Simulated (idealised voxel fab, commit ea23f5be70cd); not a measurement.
process module | voxel tone inversion
cross-section cut | 290 nm wide | cells 5 nm
A cross-section is a grid of square cells, given in bands from the top down. A band is one or more rows of cells.
Each band's line starts with the height of the band's top and of its bottom, in nm. Then come its materials from left to right, each with its width in nm. One material with "throughout" fills the band from edge to edge. "air" is empty space.
Height 0 is the level under which the wafer as received is all one material. The lowest band goes on downwards, as in "0 down".
A width such as "30 to 40" changes by the same amount from each row of cells to the next, from the band's top row to its bottom row.
"no change" after a step means that no cell of the cross-section changed.
closed voids: empty space of 8 cells or more with no open way to the top, each as width x height at its distance from the left edge, in nm
after a step's settings: what the simulator itself notes on the step
overlay nm, on a step with a mask: how far to the right of its planned place the mask lay; to the left if negative
Each pair below shows a cross-section before one step and the cross-section after it, down to the lowest band that changed. The line under each pair gives the step between them, with its settings. The pairs can come from different runs of this module on the same starting wafer, so a pair continues from the pair above only where its "before" says so.
before
  0 down: Si throughout
  closed voids: none
after
  10 to 0: SiCN throughout
  below 0: unchanged
  closed voids: none
the step between: op CONFORMAL_DEP | material SiCN | thk nm 10
before: the cross-section after the pair above
after
  25 to 10: polySi throughout
  below 10: unchanged
  closed voids: none
the step between: op DIRECTIONAL_DEP | material polySi | thk nm 15
before: the cross-section after the pair above
after
  50 to 25: air 65 | resist 25 | air 20 | resist 25 | air 20 | resist 25 | air 20 | resist 25 | air 65
  below 25: unchanged
  closed voids: none
the step between: op PATTERN | tone cover | mask id POSTS | material resist | width nm 25 | pitch nm 45 | thk nm 25 | overlay nm 0
before: the cross-section after the pair above
after
  50 to 25: air 65 | resist 25 | air 20 | resist 25 | air 20 | resist 25 | air 20 | resist 25 | air 65
  25 to 10: air 65 | polySi 25 | air 20 | polySi 25 | air 20 | polySi 25 | air 20 | polySi 25 | air 65
  below 10: unchanged
  closed voids: none
the step between: op DIRECTIONAL_ETCH | etch materials polySi | depth nm 15
before: the cross-section after the pair above
after
  25 to 10: air 65 | polySi 25 | air 20 | polySi 25 | air 20 | polySi 25 | air 20 | polySi 25 | air 65
  below 10: unchanged
  closed voids: none
the step between: op STRIP | etch materials resist
before: the cross-section after the pair above
after
  30 to 25: lowk throughout
  25 to 10: lowk 65 | polySi 25 | lowk 20 | polySi 25 | lowk 20 | polySi 25 | lowk 20 | polySi 25 | lowk 65
  below 10: unchanged
  closed voids: none
the step between: op FILL_DEP | material lowk | thk nm 5
before: the cross-section after the pair above
after
  25 to 10: lowk 65 | polySi 25 | lowk 20 | polySi 25 | lowk 20 | polySi 25 | lowk 20 | polySi 25 | lowk 65
  below 10: unchanged
  closed voids: none
the step between: op CMP | height nm 25
before: the cross-section after the pair above
after
  25 to 10: lowk 65 | air 25 | lowk 20 | air 25 | lowk 20 | air 25 | lowk 20 | air 25 | lowk 65
  below 10: unchanged
  closed voids: none
the step between: op STRIP | etch materials polySi
before
  0 down: Si throughout
  closed voids: none
after
  15 to 0: polySi throughout
  below 0: unchanged
  closed voids: none
the step between: op DIRECTIONAL_DEP | material polySi | thk nm 15
before: the cross-section after the pair above
after
  25 to 15: SiCN throughout
  below 15: unchanged
  closed voids: none
the step between: op CONFORMAL_DEP | material SiCN | thk nm 10
before: the cross-section after the pair above
after
  50 to 25: air 65 | resist 25 | air 20 | resist 25 | air 20 | resist 25 | air 20 | resist 25 | air 65
  below 25: unchanged
  closed voids: none
the step between: op PATTERN | tone cover | mask id POSTS | material resist | width nm 25 | pitch nm 45 | thk nm 25 | overlay nm 0
before: the cross-section after the pair above
after
  25 to 15: SiCN throughout
  below 15: unchanged
  closed voids: none
the step between: op STRIP | etch materials resist
before: the cross-section after the pair above
after
  30 to 25: lowk throughout
  below 25: unchanged
  closed voids: none
the step between: op FILL_DEP | material lowk | thk nm 5
before: the cross-section after the pair above
after
  25 to 15: SiCN throughout
  below 15: unchanged
  closed voids: none
the step between: op CMP | height nm 25
before
  30 to 25: lowk throughout
  25 to 10: lowk 65 | polySi 25 | lowk 20 | polySi 25 | lowk 20 | polySi 25 | lowk 20 | polySi 25 | lowk 65
  10 to 0: SiCN throughout
  0 down: Si throughout
  closed voids: none
after
  20 to 10: lowk 65 | polySi 25 | lowk 20 | polySi 25 | lowk 20 | polySi 25 | lowk 20 | polySi 25 | lowk 65
  below 10: unchanged
  closed voids: none
the step between: op CMP | height nm 20
before: the cross-section after the pair above
after
  20 to 10: lowk 65 | air 25 | lowk 20 | air 25 | lowk 20 | air 25 | lowk 20 | air 25 | lowk 65
  below 10: unchanged
  closed voids: none
the step between: op STRIP | etch materials polySi
before
  25 to 10: polySi throughout
  10 to 0: SiCN throughout
  0 down: Si throughout
  closed voids: none
after
  50 to 25: air 70 | resist 20 | air 25 | resist 20 | air 25 | resist 20 | air 25 | resist 20 | air 65
  below 25: unchanged
  closed voids: none
the step between: op PATTERN | tone cover | mask id POSTS | material resist | width nm 20 | pitch nm 45 | thk nm 25 | overlay nm 0
before: the cross-section after the pair above
after
  50 to 25: air 70 | resist 20 | air 25 | resist 20 | air 25 | resist 20 | air 25 | resist 20 | air 65
  25 to 10: air 70 | polySi 20 | air 25 | polySi 20 | air 25 | polySi 20 | air 25 | polySi 20 | air 65
  below 10: unchanged
  closed voids: none
the step between: op DIRECTIONAL_ETCH | etch materials polySi | depth nm 15
before: the cross-section after the pair above
after
  25 to 10: air 70 | polySi 20 | air 25 | polySi 20 | air 25 | polySi 20 | air 25 | polySi 20 | air 65
  below 10: unchanged
  closed voids: none
the step between: op STRIP | etch materials resist
before: the cross-section after the pair above
after
  30 to 25: lowk throughout
  25 to 10: lowk 70 | polySi 20 | lowk 25 | polySi 20 | lowk 25 | polySi 20 | lowk 25 | polySi 20 | lowk 65
  below 10: unchanged
  closed voids: none
the step between: op FILL_DEP | material lowk | thk nm 5
before: the cross-section after the pair above
after
  25 to 10: lowk 70 | polySi 20 | lowk 25 | polySi 20 | lowk 25 | polySi 20 | lowk 25 | polySi 20 | lowk 65
  below 10: unchanged
  closed voids: none
the step between: op CMP | height nm 25
before: the cross-section after the pair above
after
  25 to 10: lowk 70 | air 20 | lowk 25 | air 20 | lowk 25 | air 20 | lowk 25 | air 20 | lowk 65
  below 10: unchanged
  closed voids: none
the step between: op STRIP | etch materials polySi
before
  25 to 10: polySi throughout
  10 to 0: SiCN throughout
  0 down: Si throughout
  closed voids: none
after
  50 to 25: air 60 | resist 25 | air 20 | resist 25 | air 20 | resist 25 | air 20 | resist 25 | air 70
  below 25: unchanged
  closed voids: none
the step between: op PATTERN | tone cover | mask id POSTS | material resist | width nm 25 | pitch nm 45 | thk nm 25 | overlay nm -5
before: the cross-section after the pair above
after
  50 to 25: air 60 | resist 25 | air 20 | resist 25 | air 20 | resist 25 | air 20 | resist 25 | air 70
  25 to 10: air 60 | polySi 25 | air 20 | polySi 25 | air 20 | polySi 25 | air 20 | polySi 25 | air 70
  below 10: unchanged
  closed voids: none
the step between: op DIRECTIONAL_ETCH | etch materials polySi | depth nm 15
before: the cross-section after the pair above
after
  25 to 10: air 60 | polySi 25 | air 20 | polySi 25 | air 20 | polySi 25 | air 20 | polySi 25 | air 70
  below 10: unchanged
  closed voids: none
the step between: op STRIP | etch materials resist
before: the cross-section after the pair above
after
  30 to 25: lowk throughout
  25 to 10: lowk 60 | polySi 25 | lowk 20 | polySi 25 | lowk 20 | polySi 25 | lowk 20 | polySi 25 | lowk 70
  below 10: unchanged
  closed voids: none
the step between: op FILL_DEP | material lowk | thk nm 5
before: the cross-section after the pair above
after
  25 to 10: lowk 60 | polySi 25 | lowk 20 | polySi 25 | lowk 20 | polySi 25 | lowk 20 | polySi 25 | lowk 70
  below 10: unchanged
  closed voids: none
the step between: op CMP | height nm 25
before: the cross-section after the pair above
after
  25 to 10: lowk 60 | air 25 | lowk 20 | air 25 | lowk 20 | air 25 | lowk 20 | air 25 | lowk 70
  below 10: unchanged
  closed voids: none
the step between: op STRIP | etch materials polySi
before
  25 to 10: air 65 | polySi 25 | air 20 | polySi 25 | air 20 | polySi 25 | air 20 | polySi 25 | air 65
  10 to 0: SiCN throughout
  0 down: Si throughout
  closed voids: none
after
  30 to 25: SiCN throughout
  25 to 10: SiCN 65 | polySi 25 | SiCN 20 | polySi 25 | SiCN 20 | polySi 25 | SiCN 20 | polySi 25 | SiCN 65
  below 10: unchanged
  closed voids: none
the step between: op FILL_DEP | material SiCN | thk nm 5
before: the cross-section after the pair above
after
  25 to 10: SiCN 65 | polySi 25 | SiCN 20 | polySi 25 | SiCN 20 | polySi 25 | SiCN 20 | polySi 25 | SiCN 65
  below 10: unchanged
  closed voids: none
the step between: op CMP | height nm 25
before: the cross-section after the pair above
after
  25 to 10: SiCN 65 | air 25 | SiCN 20 | air 25 | SiCN 20 | air 25 | SiCN 20 | air 25 | SiCN 65
  below 10: unchanged
  closed voids: none
the step between: op STRIP | etch materials polySi
before
  25 to 10: polySi throughout
  10 to 0: SiCN throughout
  0 down: Si throughout
  closed voids: none
after
  50 to 25: resist 65 | air 25 | resist 20 | air 25 | resist 20 | air 25 | resist 20 | air 25 | resist 65
  below 25: unchanged
  closed voids: none
the step between: op PATTERN | tone open | mask id POSTS | material resist | width nm 25 | pitch nm 45 | thk nm 25 | overlay nm 0
before: the cross-section after the pair above
after
  50 to 25: resist 65 | air 25 | resist 20 | air 25 | resist 20 | air 25 | resist 20 | air 25 | resist 65
  25 to 10: polySi 65 | air 25 | polySi 20 | air 25 | polySi 20 | air 25 | polySi 20 | air 25 | polySi 65
  below 10: unchanged
  closed voids: none
the step between: op DIRECTIONAL_ETCH | etch materials polySi | depth nm 15
before: the cross-section after the pair above
after
  25 to 10: polySi 65 | air 25 | polySi 20 | air 25 | polySi 20 | air 25 | polySi 20 | air 25 | polySi 65
  below 10: unchanged
  closed voids: none
the step between: op STRIP | etch materials resist
before: the cross-section after the pair above
after
  30 to 25: lowk throughout
  25 to 10: polySi 65 | lowk 25 | polySi 20 | lowk 25 | polySi 20 | lowk 25 | polySi 20 | lowk 25 | polySi 65
  below 10: unchanged
  closed voids: none
the step between: op FILL_DEP | material lowk | thk nm 5
before: the cross-section after the pair above
after
  25 to 10: polySi 65 | lowk 25 | polySi 20 | lowk 25 | polySi 20 | lowk 25 | polySi 20 | lowk 25 | polySi 65
  below 10: unchanged
  closed voids: none
the step between: op CMP | height nm 25
before: the cross-section after the pair above
after
  25 to 10: air 65 | lowk 25 | air 20 | lowk 25 | air 20 | lowk 25 | air 20 | lowk 25 | air 65
  below 10: unchanged
  closed voids: none
the step between: op STRIP | etch materials polySi
